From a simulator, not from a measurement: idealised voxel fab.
The following process module bears the name voxel ribs on slabs.
It is cross-section cut that appears here, measuring 145 nm in width, its square cells being 5 nm in size.
When this document writes out a cross-section, it uses a grid of square cells and lists it as bands, beginning at the top and moving down, with a band standing for one or more rows of cells. Band: top height; bottom height; in nm. Then, left to right: material with width in nm, for each material. "full width": a single material spanning edge to edge. "empty": empty space. Height reference: 0 = level under which incoming wafer is all one material. Lowest band: no bottom, runs on downward, e.g. "from 0 down". When a width is written as two numbers, as in "30->40", the first number is the width in the top row of cells of the band and the second is the width in its bottom row, and the width changes by the same amount from each row to the next. What does "stayed the same" mean for a step? It means no cell of the cross-section changed in that step. Voids not open to the top, 8 cells minimum: see "Voids, fully enclosed". Written width x height at distance; distance is from the left edge; nm. On a step's line, text after the settings is the simulator commenting on that step. overlay nm: on a step with a mask, how far right of its planned place the mask lay; negative means left.

## Process steps (planned)
- 1: RECEIVE: material Si
- 2: DIRECTIONAL_DEP: material SiO2, thk nm 25
- 3: DIRECTIONAL_DEP: material polySi, thk nm 20
- 4: DIRECTIONAL_DEP: material aC, thk nm 10
- 5: PATTERN: tone cover, mask id RIB, material resist, width nm 20, thk nm 25, overlay nm 0
- 6: DIRECTIONAL_ETCH: etch materials aC, depth nm 10
- 7: STRIP: etch materials resist
- 8: DIRECTIONAL_ETCH: etch materials polySi, depth nm 15
- 9: STRIP: etch materials aC
- 10: DIRECTIONAL_DEP: material aC, thk nm 15
- 11: PATTERN: tone cover, mask id SLAB, material resist, width nm 60, thk nm 30, overlay nm 0
- 12: DIRECTIONAL_ETCH: etch materials aC, depth nm 15
- 13: STRIP: etch materials resist
- 14: DIRECTIONAL_ETCH: etch materials polySi, depth nm 5
- 15: STRIP: etch materials aC
- 16: FILL_DEP: material SiO2, thk nm 20
- 17: CMP: height nm 55
- 18: DIRECTIONAL_DEP: material TiN, thk nm 10
- 19: PATTERN: tone cover, mask id HEATER, material resist, width nm 30, thk nm 20, overlay nm 0
- 20: DIRECTIONAL_ETCH: etch materials TiN, depth nm 10
- 21: STRIP: etch materials resist
- 22: CONFORMAL_DEP: material SiO2, thk nm 10

## Wafer at receipt (post step 1), cross-section
- from 0 down: Si full width
- Voids, fully enclosed: none

## As-planned run: cross-section of the first of two wafers at end of module
- from 75 to 65: empty 45 | SiO2 50 | empty 50
- from 65 to 55: SiO2 55 | TiN 30 | SiO2 60
- from 55 to 45: SiO2 full width
- from 45 to 30: SiO2 60 | polySi 20 | SiO2 65
- from 30 to 25: SiO2 40 | polySi 60 | SiO2 45
- from 25 to 0: SiO2 full width
- from 0 down: Si full width
- Voids, fully enclosed: none

## Presented here is a cross-section of the second of the two wafers as it stood at the end of the module. It was started in the same manner and assigned the same plan as the first wafer; however, one mistake was made in its execution
- from 75 to 65: empty 45 | SiO2 50 | empty 50
- from 65 to 55: SiO2 55 | TiN 30 | SiO2 60
- from 55 to 45: SiO2 full width
- from 45 to 30: SiO2 60 | polySi 20 | SiO2 65
- from 30 to 25: SiO2 35 | polySi 60 | SiO2 50
- from 25 to 0: SiO2 full width
- from 0 down: Si full width
- Voids, fully enclosed: none
Finding, execution versus plan: step 11 went in with a setting other than planned; the actual run was PATTERN: tone cover, mask id SLAB, material resist, width nm 60, thk nm 30, overlay nm -5
At the close, every material occupies the same number of cells on the second wafer as on the first, only in different positions.
